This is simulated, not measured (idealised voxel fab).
The following process module bears the name voxel spacer lines.
The width of the displayed cross-section, cut, is 250 nm; its cells are square, with a size of 5 nm.
Cross-section, as written here: a square-cell grid given band by band from the top down, where a band holds one or more rows of cells. Band entry format. Leading values: height of top, height of bottom, nm. Remainder: materials in left-to-right order, each with its width in nm. Special words: "everywhere" on a single material, which then fills the band edge to edge; "air", empty space. Heights are expressed relative to 0, this being the level below which the as-received wafer comprises one material exclusively. The lowest band is unbounded in the downward direction and is denoted as in "0 -> down". It should be noted that a width expressed as "30 to 40" varies in equal increments from row to row of cells within the band, taking the value of the first number at the top row and that of the second number at the bottom row. Given "nothing got changed" for a step, no cell of the cross-section differs between before and after that step. If an empty space has no open way to the top and is at least 8 cells in size, "Non-vented voids" lists it, written width x height at distance, where distance is measured from the left edge and every value is in nm. Step line, after settings: the simulator's comment on this step. overlay nm: mask offset rightward from planned place, masked step; negative means leftward offset.
Steps in the process plan
1,RECEIVE (material Si)
2,CONFORMAL_DEP (material SiO2; thk nm 10)
3,DIRECTIONAL_DEP (material TiN; thk nm 15)
4,DIRECTIONAL_DEP (material aC; thk nm 30)
5,PATTERN (tone cover; mask id MANDREL; material resist; width nm 25; pitch nm 80; thk nm 35; overlay nm 0)
6,DIRECTIONAL_ETCH (etch materials aC; depth nm 30)
7,STRIP (etch materials resist)
8,CONFORMAL_DEP (material SiN; thk nm 15)
9,DIRECTIONAL_ETCH (etch materials SiN; depth nm 15)
10,STRIP (etch materials aC)
11,DIRECTIONAL_ETCH (etch materials TiN; depth nm 15)
12,STRIP (etch materials SiN)
The first of a set of two wafers, run to plan
As-received state of the wafer in cross-section, equivalent to post-step 1
0 -> down = Si everywhere
Non-vented voids: none
Cross-sectional representation of the wafer at the conclusion of step 2
10 -> 0 = SiO2 everywhere
Unchanged below 0.
Cross-sectional representation of the wafer at the conclusion of step 3
25 -> 10 = TiN everywhere
Unchanged below 10.
Cross-sectional representation of the wafer at the conclusion of step 4
55 -> 25 = aC everywhere
Unchanged below 25.
Cross-sectional representation of the wafer at the conclusion of step 5
90 -> 55 = 70 air / 25 resist / 55 air / 25 resist / 75 air
Unchanged below 55.
Cross-sectional representation of the wafer at the conclusion of step 6
60 -> 55 = 70 air / 25 resist / 55 air / 25 resist / 75 air
55 -> 25 = 70 air / 25 aC / 55 air / 25 aC / 75 air
Unchanged below 25.
Cross-sectional representation of the wafer at the conclusion of step 7
55 -> 25 = 70 air / 25 aC / 55 air / 25 aC / 75 air
Unchanged below 25.
Cross-sectional representation of the wafer at the conclusion of step 8
70 -> 55 = 55 air / 55 SiN / 25 air / 55 SiN / 60 air
55 -> 40 = 55 air / 15 SiN / 25 aC / 15 SiN / 25 air / 15 SiN / 25 aC / 15 SiN / 60 air
40 -> 25 = 70 SiN / 25 aC / 55 SiN / 25 aC / 75 SiN
Unchanged below 25.
Cross-sectional representation of the wafer at the conclusion of step 9
55 -> 25 = 55 air / 15 SiN / 25 aC / 15 SiN / 25 air / 15 SiN / 25 aC / 15 SiN / 60 air
Unchanged below 25.
Cross-sectional representation of the wafer at the conclusion of step 10
55 -> 25 = 55 air / 15 SiN / 25 air / 15 SiN / 25 air / 15 SiN / 25 air / 15 SiN / 60 air
Unchanged below 25.
Cross-sectional representation of the wafer at the conclusion of step 11
55 -> 25 = 55 air / 15 SiN / 25 air / 15 SiN / 25 air / 15 SiN / 25 air / 15 SiN / 60 air
25 -> 10 = 55 air / 15 TiN / 25 air / 15 TiN / 25 air / 15 TiN / 25 air / 15 TiN / 60 air
Unchanged below 10.
Cross-sectional representation of the wafer at the conclusion of step 12
25 -> 10 = 55 air / 15 TiN / 25 air / 15 TiN / 25 air / 15 TiN / 25 air / 15 TiN / 60 air
Unchanged below 10.
Second wafer - shared start and plan with the first - one error in running - same as the first up to step 1 inclusive
Second wafer shown in cross-section at the time step 2 was slated to end: nothing got changed
Second wafer shown in cross-section at the time step 3 was slated to end
15 -> 0 = TiN everywhere
Unchanged below 0.
Second wafer shown in cross-section at the time step 4 was slated to end
45 -> 15 = aC everywhere
Unchanged below 15.
Second wafer shown in cross-section at the time step 5 was slated to end
80 -> 45 = 70 air / 25 resist / 55 air / 25 resist / 75 air
Unchanged below 45.
Second wafer shown in cross-section at the time step 6 was slated to end
50 -> 45 = 70 air / 25 resist / 55 air / 25 resist / 75 air
45 -> 15 = 70 air / 25 aC / 55 air / 25 aC / 75 air
Unchanged below 15.
Second wafer shown in cross-section at the time step 7 was slated to end
45 -> 15 = 70 air / 25 aC / 55 air / 25 aC / 75 air
Unchanged below 15.
Second wafer shown in cross-section at the time step 8 was slated to end
60 -> 45 = 55 air / 55 SiN / 25 air / 55 SiN / 60 air
45 -> 30 = 55 air / 15 SiN / 25 aC / 15 SiN / 25 air / 15 SiN / 25 aC / 15 SiN / 60 air
30 -> 15 = 70 SiN / 25 aC / 55 SiN / 25 aC / 75 SiN
Unchanged below 15.
Second wafer shown in cross-section at the time step 9 was slated to end
45 -> 15 = 55 air / 15 SiN / 25 aC / 15 SiN / 25 air / 15 SiN / 25 aC / 15 SiN / 60 air
Unchanged below 15.
Second wafer shown in cross-section at the time step 10 was slated to end
45 -> 15 = 55 air / 15 SiN / 25 air / 15 SiN / 25 air / 15 SiN / 25 air / 15 SiN / 60 air
Unchanged below 15.
Second wafer shown in cross-section at the time step 11 was slated to end
45 -> 15 = 55 air / 15 SiN / 25 air / 15 SiN / 25 air / 15 SiN / 25 air / 15 SiN / 60 air
15 -> 0 = 55 air / 15 TiN / 25 air / 15 TiN / 25 air / 15 TiN / 25 air / 15 TiN / 60 air
Unchanged below 0.
Second wafer shown in cross-section at the time step 12 was slated to end
15 -> 0 = 55 air / 15 TiN / 25 air / 15 TiN / 25 air / 15 TiN / 25 air / 15 TiN / 60 air
Unchanged below 0.
Short version of what went wrong: not run: step 2 of the plan (skipped)
The second wafer ends with more or fewer cells of some materials than the first, per final count: SiO2: 100 fewer
